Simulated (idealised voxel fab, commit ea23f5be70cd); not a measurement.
Proc. module: voxel released beams
The figure presents cross-section cut, which has a width of 260 nm and is divided into square cells with an edge length of 5 nm.
Cross-section = grid of square cells, listed top down in bands; band = one or more rows.
First you get the band's top height and its bottom height, in nm, and then the materials it's made of, left to right, with each width in nm. If you see a single material with "throughout", that one covers the band edge to edge. "air" is empty space.
The level at which height equals 0 is the one under which the wafer, as it arrives, is entirely one material. No lower edge exists for the bottom band, which continues downward and is notated as in "0 nm and below".
With a width like "30->40", each row of cells in the band differs from the next by the same amount, the top row carrying the first number and the bottom row the second.
Take "remained the same" at face value: in the step it is given for, the cross-section changed in none of its cells.
The list in "Sealed-off cavities" covers empty spaces of 8 cells or more that cannot reach the top through any open way, and it gives each as width x height at distance; the distance is from the left edge, and width, height and distance are in nm.
Past the settings on a step's line: simulator remark, on that step.
Steps that use a mask can have "overlay nm" on their line. It says how far the mask sat to the right of where it was meant to be. Negative means to the left.

[Steps in the process plan]
1: RECEIVE: material Si
2: CONFORMAL_DEP: material SiN, thk nm 5
3: DIRECTIONAL_DEP: material SiO2, thk nm 20
4: DIRECTIONAL_DEP: material aC, thk nm 15
5: PATTERN: tone open, mask id ANCHOR, material resist, width nm 25, thk nm 30, overlay nm 0
6: DIRECTIONAL_ETCH: etch materials aC, depth nm 15
7: STRIP: etch materials resist
8: DIRECTIONAL_ETCH: etch materials SiO2, depth nm 20
9: STRIP: etch materials aC
10: CONFORMAL_DEP: material W, thk nm 10
11: PATTERN: tone cover, mask id BEAM, material resist, width nm 80, thk nm 15, overlay nm 0
12: DIRECTIONAL_ETCH: etch materials W, depth nm 10
13: STRIP: etch materials resist
14: STRIP: etch materials SiO2

[Wafer as received: cross-section following step 1]
0 nm and below  Si throughout
Sealed-off cavities: none

[Result of the module, cross-sectioned: start per above, plan per above, one error in how it was run]
35 nm to 25 nm  air=85 / W=15 / air=5 / W=65 / air=90
25 nm to 15 nm  air=90 / W=10 / air=5 / W=10 / air=145
15 nm to 5 nm  air=90 / W=25 / air=145
5 nm to 0 nm  SiN throughout
0 nm and below  Si throughout
Sealed-off cavities: none
Heads up, the wafer didn't run the way we planned it: for step 11, the planned setting was not used; the step was instead run as PATTERN: tone cover, mask id BEAM, material resist, width nm 85, thk nm 15, overlay nm 0
